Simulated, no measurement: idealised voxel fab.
process module | voxel trench capacitor
cross-section cut | 160 nm wide | cells 5 nm
A cross-section is a grid of square cells, given in bands from the top down. A band is one or more rows of cells.
Each band's line starts with the height of the band's top and of its bottom, in nm. Then come its materials from left to right, each with its width in nm. One material with "throughout" fills the band from edge to edge. "air" is empty space.
Height 0 is the level under which the wafer as received is all one material. The lowest band goes on downwards, as in "0 down".
A width such as "30 to 40" changes by the same amount from each row of cells to the next, from the band's top row to its bottom row.
"no change" after a step means that no cell of the cross-section changed.
closed voids: empty space of 8 cells or more with no open way to the top, each as width x height at its distance from the left edge, in nm
after a step's settings: what the simulator itself notes on the step
overlay nm, on a step with a mask: how far to the right of its planned place the mask lay; to the left if negative
plan
1 op RECEIVE | material Si
2 op CONFORMAL_DEP | material SiN | thk nm 5
3 op DIRECTIONAL_DEP | material aC | thk nm 15
4 op PATTERN | tone open | mask id TRENCH | material resist | width nm 20 | pitch nm 40 | thk nm 35 | overlay nm -15
5 op DIRECTIONAL_ETCH | etch materials aC | depth nm 15
6 op STRIP | etch materials resist
7 op DIRECTIONAL_ETCH | etch materials SiN | depth nm 5
8 op DIRECTIONAL_ETCH | etch materials Si | depth nm 30
9 op STRIP | etch materials aC
10 op CONFORMAL_DEP | material SiO2 | thk nm 5
11 op FILL_DEP | material polySi | thk nm 10
12 op CMP | height nm 5
varied across the wafers: overlay nm of step 4. The plan shows the first wafer's value. All wafers start alike
first wafer as received, after step 1
  0 down: Si throughout
  closed voids: none
each wafer at the end: cells of each material gained (+) or lost (-) since it was received, then its closed voids
overlay nm -15 | -72 Si | +20 SiN | +48 SiO2 | +36 polySi | closed voids: none
overlay nm -10 | -72 Si | +20 SiN | +48 SiO2 | +36 polySi | closed voids: none
overlay nm -5 | -72 Si | +20 SiN | +48 SiO2 | +36 polySi | closed voids: none
overlay nm 0 | -72 Si | +20 SiN | +48 SiO2 | +36 polySi | closed voids: none
overlay nm 5 | -72 Si | +20 SiN | +48 SiO2 | +36 polySi | closed voids: none
overlay nm 10 | -72 Si | +20 SiN | +48 SiO2 | +36 polySi | closed voids: none
overlay nm 15 | -72 Si | +20 SiN | +48 SiO2 | +36 polySi | closed voids: none
